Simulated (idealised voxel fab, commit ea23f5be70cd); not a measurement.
This section sets out a process module, namely voxel capacitor over wiring.
Each square cell in cross-section cut measures 5 nm, and the section as a whole is 260 nm wide.
Each cross-section below is a grid of square cells, stated as bands in top-down order, with one or more rows of cells making up each band. Band: top and bottom heights (nm) first, top before bottom; then materials from left to right, widths in nm. "all across" marks a sole material filling the band edge to edge. "empty" denotes empty space. Height 0 is the level under which the wafer as received is all one material. The lowest band goes on downwards, as in "z 0 and below". A width such as "30 to 40" changes by the same amount from each row of cells to the next, from the band's top row to its bottom row. Basically "no modification" means that step didn't change any cell in the cross-section. Empty spaces counting at least 8 cells and having no open way to the top are listed in "Fully sealed cavities". The notation width x height at distance is used for each, the distance being from the left edge and all three values in nm. Where a step's line continues beyond its settings, the continuation is a remark by the simulator itself on that step. "overlay nm", when on a step's line for a step with a mask, measures how far to the right of its planned place the mask lay; a negative measure means to the left.
### List of planned process steps
step 1: RECEIVE with material Si
step 2: CONFORMAL_DEP with material SiO2, thk nm 10
step 3: DIRECTIONAL_DEP with material TiN, thk nm 5
step 4: DIRECTIONAL_DEP with material W, thk nm 15
step 5: MASKED_ETCH with tone cover, mask id METAL_1, width nm 30, pitch nm 100, etch materials W, depth nm 15, overlay nm 0
step 6: MASKED_ETCH with tone cover, mask id METAL_1, width nm 30, pitch nm 100, etch materials TiN, depth nm 5, overlay nm 0
step 7: CONFORMAL_DEP with material SiN, thk nm 5
step 8: FILL_DEP with material lowk, thk nm 10
step 9: CMP with height nm 30
step 10: CONFORMAL_DEP with material SiCN, thk nm 5
step 11: DIRECTIONAL_DEP with material lowk, thk nm 15
step 12: MASKED_ETCH with tone open, mask id PLUG_1, width nm 15, etch materials lowk, depth nm 15, overlay nm 0
step 13: MASKED_ETCH with tone open, mask id PLUG_1, width nm 15, etch materials SiCN, depth nm 5, overlay nm 0
step 14: EPI with material Ru, thk nm 10
step 15: EPI with material Ru, thk nm 10
step 16: DIRECTIONAL_DEP with material TiN, thk nm 5
step 17: DIRECTIONAL_DEP with material HfO2, thk nm 5
step 18: DIRECTIONAL_DEP with material TiN, thk nm 10
step 19: DIRECTIONAL_DEP with material aC, thk nm 15
step 20: PATTERN with tone cover, mask id UPPER_PLATE, material resist, width nm 75, thk nm 35, overlay nm 0
step 21: DIRECTIONAL_ETCH with etch materials aC, depth nm 15
step 22: STRIP with etch materials resist
step 23: DIRECTIONAL_ETCH with etch materials TiN, depth nm 10
step 24: DIRECTIONAL_ETCH with etch materials HfO2, depth nm 5
step 25: STRIP with etch materials aC
step 26: DIRECTIONAL_DEP with material aC, thk nm 15
step 27: PATTERN with tone cover, mask id LOWER_PLATE, material resist, width nm 85, thk nm 30, overlay nm 0
step 28: DIRECTIONAL_ETCH with etch materials aC, depth nm 15
step 29: STRIP with etch materials resist
step 30: DIRECTIONAL_ETCH with etch materials TiN, depth nm 5
step 31: STRIP with etch materials aC
step 32: FILL_DEP with material SiO2, thk nm 15
step 33: CMP with height nm 80
step 34: DIRECTIONAL_DEP with material aC, thk nm 10
step 35: PATTERN with tone open, mask id PLUG_2, material resist, width nm 15, thk nm 25, overlay nm 0
step 36: DIRECTIONAL_ETCH with etch materials aC, depth nm 10
step 37: STRIP with etch materials resist
step 38: DIRECTIONAL_ETCH with etch materials SiO2, depth nm 10
step 39: STRIP with etch materials aC
step 40: CONFORMAL_DEP with material TiN, thk nm 5
step 41: FILL_DEP with material Cu, thk nm 5
step 42: CMP with height nm 80
step 43: CONFORMAL_DEP with material SiN, thk nm 5
Heads up: all these wafers start the same, and what changes between them is the thk nm in step 40. The value you see in the plan is just what the first wafer got.
### As-received state after step 1, first of several wafers, cross-section
- z 0 and below | Si all across
- Fully sealed cavities: none
### Per wafer, end of module: cells gained (+) or lost (-) per material since receipt, then closed voids
thk nm 5; +1 Cu; +15 HfO2; +12 Ru; +49 SiCN; +104 SiN; +348 SiO2; +64 TiN; +36 W; +255 lowk; Fully sealed cavities: none
thk nm 10; +15 HfO2; +12 Ru; +49 SiCN; +104 SiN; +348 SiO2; +65 TiN; +36 W; +255 lowk; Fully sealed cavities: none
thk nm 15; +15 HfO2; +12 Ru; +49 SiCN; +104 SiN; +348 SiO2; +65 TiN; +36 W; +255 lowk; Fully sealed cavities: none
thk nm 20; +15 HfO2; +12 Ru; +49 SiCN; +104 SiN; +348 SiO2; +65 TiN; +36 W; +255 lowk; Fully sealed cavities: none
